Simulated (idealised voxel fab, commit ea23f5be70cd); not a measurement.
process module | voxel self aligned vias
cross-section cut | 150 nm wide | cells 5 nm
A cross-section is a grid of square cells, given in bands from the top down. A band is one or more rows of cells.
Each band's line starts with the height of the band's top and of its bottom, in nm. Then come its materials from left to right, each with its width in nm. One material with "throughout" fills the band from edge to edge. "air" is empty space.
Height 0 is the level under which the wafer as received is all one material. The lowest band goes on downwards, as in "0 down".
A width such as "30 to 40" changes by the same amount from each row of cells to the next, from the band's top row to its bottom row.
"no change" after a step means that no cell of the cross-section changed.
closed voids: empty space of 8 cells or more with no open way to the top, each as width x height at its distance from the left edge, in nm
after a step's settings: what the simulator itself notes on the step
overlay nm, on a step with a mask: how far to the right of its planned place the mask lay; to the left if negative
plan
1 op RECEIVE | material Si
2 op CONFORMAL_DEP | material SiO2 | thk nm 15
3 op CONFORMAL_DEP | material SiCN | thk nm 5
4 op DIRECTIONAL_DEP | material SiO2 | thk nm 30
5 op PATTERN | tone open | mask id LINES | material resist | width nm 25 | pitch nm 65 | thk nm 15 | overlay nm 0
6 op DIRECTIONAL_ETCH | etch materials SiO2 | depth nm 30
7 op STRIP | etch materials resist
8 op CONFORMAL_DEP | material TiN | thk nm 5
9 op FILL_DEP | material W | thk nm 5
10 op CMP | height nm 50
11 op SELECTIVE_ETCH | etch materials W Ru TiN | depth nm 5
12 op FILL_DEP | material SiN | thk nm 10
13 op CMP | height nm 50
14 op DIRECTIONAL_DEP | material SiO2 | thk nm 15
15 op DIRECTIONAL_DEP | material aC | thk nm 10
16 op PATTERN | tone open | mask id VIAS | material resist | width nm 45 | thk nm 30 | overlay nm 0
17 op DIRECTIONAL_ETCH | etch materials aC | depth nm 10
18 op STRIP | etch materials resist
19 op DIRECTIONAL_ETCH | etch materials SiO2 | depth nm 15
20 op DIRECTIONAL_ETCH | etch materials SiN | depth nm 5
21 op STRIP | etch materials aC
22 op CONFORMAL_DEP | material TiN | thk nm 5
23 op FILL_DEP | material Cu | thk nm 5
24 op CMP | height nm 65
25 op CONFORMAL_DEP | material SiN | thk nm 5
as received, after step 1
  0 down: Si throughout
  closed voids: none
first wafer at the end, as planned
  70 to 65: SiN throughout
  65 to 55: SiO2 20 | TiN 5 | Cu 35 | TiN 5 | SiO2 85
  55 to 50: SiO2 20 | TiN 15 | Cu 15 | TiN 15 | SiO2 85
  50 to 45: SiO2 30 | TiN 25 | SiO2 40 | SiN 25 | SiO2 30
  45 to 25: SiO2 30 | TiN 5 | W 15 | TiN 5 | SiO2 40 | TiN 5 | W 15 | TiN 5 | SiO2 30
  25 to 20: SiO2 30 | TiN 25 | SiO2 40 | TiN 25 | SiO2 30
  20 to 15: SiCN throughout
  15 to 0: SiO2 throughout
  0 down: Si throughout
  closed voids: none
second wafer at the end: like start, like plan, one mistake
  70 to 65: SiN throughout
  65 to 55: SiO2 25 | TiN 5 | Cu 35 | TiN 5 | SiO2 80
  55 to 50: SiO2 25 | TiN 10 | Cu 15 | TiN 20 | SiO2 80
  50 to 45: SiO2 30 | TiN 25 | SiO2 40 | SiN 25 | SiO2 30
  45 to 25: SiO2 30 | TiN 5 | W 15 | TiN 5 | SiO2 40 | TiN 5 | W 15 | TiN 5 | SiO2 30
  25 to 20: SiO2 30 | TiN 25 | SiO2 40 | TiN 25 | SiO2 30
  20 to 15: SiCN throughout
  15 to 0: SiO2 throughout
  0 down: Si throughout
  closed voids: none
what went wrong: step 16 ran as: op PATTERN | tone open | mask id VIAS | material resist | width nm 45 | thk nm 30 | overlay nm 5
at the end the second wafer has, in cells: as many of each material as the first, in other places
